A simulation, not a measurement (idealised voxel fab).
Name of the process module below: voxel gate over fins
Square cell edge 5 nm, section width 270 nm, ID cut.
We lay out every cross-section as a grid of square cells and spell it out in bands from the top down, where one band means one or more rows of cells.
Band entry format. Leading values: height of top, height of bottom, nm. Remainder: materials in left-to-right order, each with its width in nm. Special words: "everywhere" on a single material, which then fills the band edge to edge; "blank", empty space.
Heights are expressed relative to 0, this being the level below which the as-received wafer comprises one material exclusively. The lowest band is unbounded in the downward direction and is denoted as in "0 nm and below".
With a width like "30 to 40", each row of cells in the band differs from the next by the same amount, the top row carrying the first number and the bottom row the second.
"no change occurred" (step): cross-section cells unchanged, all of them.
Listed in "Sealed-off cavities": every empty space of 8 or more cells without an open way to the top. Form: width x height at distance, the distance being from the left edge, all in nm.
On a step's line, text after the settings is the simulator commenting on that step.
"overlay nm" answers the question of how far to the right of plan the mask lay on a step that has a mask, and when it is negative the answer is to the left.

Intended process steps:
step 1: RECEIVE: material Si
step 2: CONFORMAL_DEP: material SiN, thk nm 5
step 3: PATTERN: tone cover, mask id FINS, material resist, width nm 15, pitch nm 40, thk nm 15, overlay nm 0
step 4: DIRECTIONAL_ETCH: etch materials SiN, depth nm 5
step 5: DIRECTIONAL_ETCH: etch materials Si, depth nm 35
step 6: STRIP: etch materials resist
step 7: OXIDIZE: depth nm 5
step 8: FILL_DEP: material SiO2, thk nm 15
step 9: CMP: height nm 5
step 10: SELECTIVE_ETCH: etch materials SiO2, depth nm 15
step 11: STRIP: etch materials SiN
step 12: CONFORMAL_DEP: material HfO2, thk nm 5
step 13: CONFORMAL_DEP: material TiN, thk nm 5
step 14: CONFORMAL_DEP: material TiAl, thk nm 5
step 15: CONFORMAL_DEP: material TiN, thk nm 5
step 16: FILL_DEP: material W, thk nm 15
step 17: CMP: height nm 30
step 18: CONFORMAL_DEP: material SiN, thk nm 10

first wafer, as planned:

Incoming wafer in cross-section (state: after step 1):
* 0 nm and below = Si everywhere
* Sealed-off cavities: none

So this is the wafer cross-section right after step 2:
* 5 nm to 0 nm = SiN everywhere
* below 0: unchanged

So this is the wafer cross-section right after step 3:
* 20 nm to 5 nm = blank=85 | resist=15 | blank=25 | resist=15 | blank=25 | resist=15 | blank=90
* below 5: unchanged

So this is the wafer cross-section right after step 4:
* 20 nm to 5 nm = blank=85 | resist=15 | blank=25 | resist=15 | blank=25 | resist=15 | blank=90
* 5 nm to 0 nm = blank=85 | SiN=15 | blank=25 | SiN=15 | blank=25 | SiN=15 | blank=90
* below 0: unchanged

So this is the wafer cross-section right after step 5:
* 20 nm to 5 nm = blank=85 | resist=15 | blank=25 | resist=15 | blank=25 | resist=15 | blank=90
* 5 nm to 0 nm = blank=85 | SiN=15 | blank=25 | SiN=15 | blank=25 | SiN=15 | blank=90
* 0 nm to -35 nm = blank=85 | Si=15 | blank=25 | Si=15 | blank=25 | Si=15 | blank=90
* below -35: unchanged

So this is the wafer cross-section right after step 6:
* 5 nm to 0 nm = blank=85 | SiN=15 | blank=25 | SiN=15 | blank=25 | SiN=15 | blank=90
* below 0: unchanged

So this is the wafer cross-section right after step 7:
* 5 nm to 0 nm = blank=85 | SiN=15 | blank=25 | SiN=15 | blank=25 | SiN=15 | blank=90
* 0 nm to -35 nm = blank=85 | SiO2=5 | Si=5 | SiO2=5 | blank=25 | SiO2=5 | Si=5 | SiO2=5 | blank=25 | SiO2=5 | Si=5 | SiO2=5 | blank=90
* -35 nm to -40 nm = SiO2=90 | Si=5 | SiO2=35 | Si=5 | SiO2=35 | Si=5 | SiO2=95
* below -40: unchanged

So this is the wafer cross-section right after step 8:
* 20 nm to 5 nm = SiO2 everywhere
* 5 nm to 0 nm = SiO2=85 | SiN=15 | SiO2=25 | SiN=15 | SiO2=25 | SiN=15 | SiO2=90
* 0 nm to -40 nm = SiO2=90 | Si=5 | SiO2=35 | Si=5 | SiO2=35 | Si=5 | SiO2=95
* below -40: unchanged

So this is the wafer cross-section right after step 9:
* 5 nm to 0 nm = SiO2=85 | SiN=15 | SiO2=25 | SiN=15 | SiO2=25 | SiN=15 | SiO2=90
* below 0: unchanged

So this is the wafer cross-section right after step 10:
* 5 nm to 0 nm = blank=85 | SiN=15 | blank=25 | SiN=15 | blank=25 | SiN=15 | blank=90
* 0 nm to -10 nm = blank=90 | Si=5 | blank=35 | Si=5 | blank=35 | Si=5 | blank=95
* below -10: unchanged

So this is the wafer cross-section right after step 11:
* 0 nm to -10 nm = blank=90 | Si=5 | blank=35 | Si=5 | blank=35 | Si=5 | blank=95
* below -10: unchanged

So this is the wafer cross-section right after step 12:
* 5 nm to 0 nm = blank=85 | HfO2=15 | blank=25 | HfO2=15 | blank=25 | HfO2=15 | blank=90
* 0 nm to -5 nm = blank=85 | HfO2=5 | Si=5 | HfO2=5 | blank=25 | HfO2=5 | Si=5 | HfO2=5 | blank=25 | HfO2=5 | Si=5 | HfO2=5 | blank=90
* -5 nm to -10 nm = HfO2=90 | Si=5 | HfO2=35 | Si=5 | HfO2=35 | Si=5 | HfO2=95
* below -10: unchanged

So this is the wafer cross-section right after step 13:
* 10 nm to 5 nm = blank=80 | TiN=25 | blank=15 | TiN=25 | blank=15 | TiN=25 | blank=85
* 5 nm to 0 nm = blank=80 | TiN=5 | HfO2=15 | TiN=5 | blank=15 | TiN=5 | HfO2=15 | TiN=5 | blank=15 | TiN=5 | HfO2=15 | TiN=5 | blank=85
* 0 nm to -5 nm = TiN=85 | HfO2=5 | Si=5 | HfO2=5 | TiN=25 | HfO2=5 | Si=5 | HfO2=5 | TiN=25 | HfO2=5 | Si=5 | HfO2=5 | TiN=90
* below -5: unchanged

So this is the wafer cross-section right after step 14:
* 15 nm to 10 nm = blank=75 | TiAl=35 | blank=5 | TiAl=35 | blank=5 | TiAl=35 | blank=80
* 10 nm to 5 nm = blank=75 | TiAl=5 | TiN=25 | TiAl=5 | blank=5 | TiAl=5 | TiN=25 | TiAl=5 | blank=5 | TiAl=5 | TiN=25 | TiAl=5 | blank=80
* 5 nm to 0 nm = TiAl=80 | TiN=5 | HfO2=15 | TiN=5 | TiAl=15 | TiN=5 | HfO2=15 | TiN=5 | TiAl=15 | TiN=5 | HfO2=15 | TiN=5 | TiAl=85
* below 0: unchanged

So this is the wafer cross-section right after step 15:
* 20 nm to 15 nm = blank=70 | TiN=125 | blank=75
* 15 nm to 10 nm = blank=70 | TiN=5 | TiAl=35 | TiN=5 | TiAl=35 | TiN=5 | TiAl=35 | TiN=5 | blank=75
* 10 nm to 5 nm = TiN=75 | TiAl=5 | TiN=25 | TiAl=5 | TiN=5 | TiAl=5 | TiN=25 | TiAl=5 | TiN=5 | TiAl=5 | TiN=25 | TiAl=5 | TiN=80
* below 5: unchanged

So this is the wafer cross-section right after step 16:
* 35 nm to 20 nm = W everywhere
* 20 nm to 15 nm = W=70 | TiN=125 | W=75
* 15 nm to 10 nm = W=70 | TiN=5 | TiAl=35 | TiN=5 | TiAl=35 | TiN=5 | TiAl=35 | TiN=5 | W=75
* below 10: unchanged

So this is the wafer cross-section right after step 17:
* 30 nm to 20 nm = W everywhere
* below 20: unchanged

So this is the wafer cross-section right after step 18:
* 40 nm to 30 nm = SiN everywhere
* below 30: unchanged

Now the other wafer: same start, same recipe, but we messed up one thing when running it. Up to and including step 16 it's the same as the first one:

The second wafer cut through, at the time step 17 was supposed to be finished:
* 20 nm to 15 nm = W=70 | TiN=125 | W=75
* below 15: unchanged

The second wafer cut through, at the time step 18 was supposed to be finished:
* 30 nm to 20 nm = SiN everywhere
* below 20: unchanged
In executing the process, a mistake was made relative to the plan: so step 17 ended up running with a different setting than we planned, it ran as CMP: height nm 20
Materials where the second wafer ends with more or fewer cells than the first: W: 108 fewer
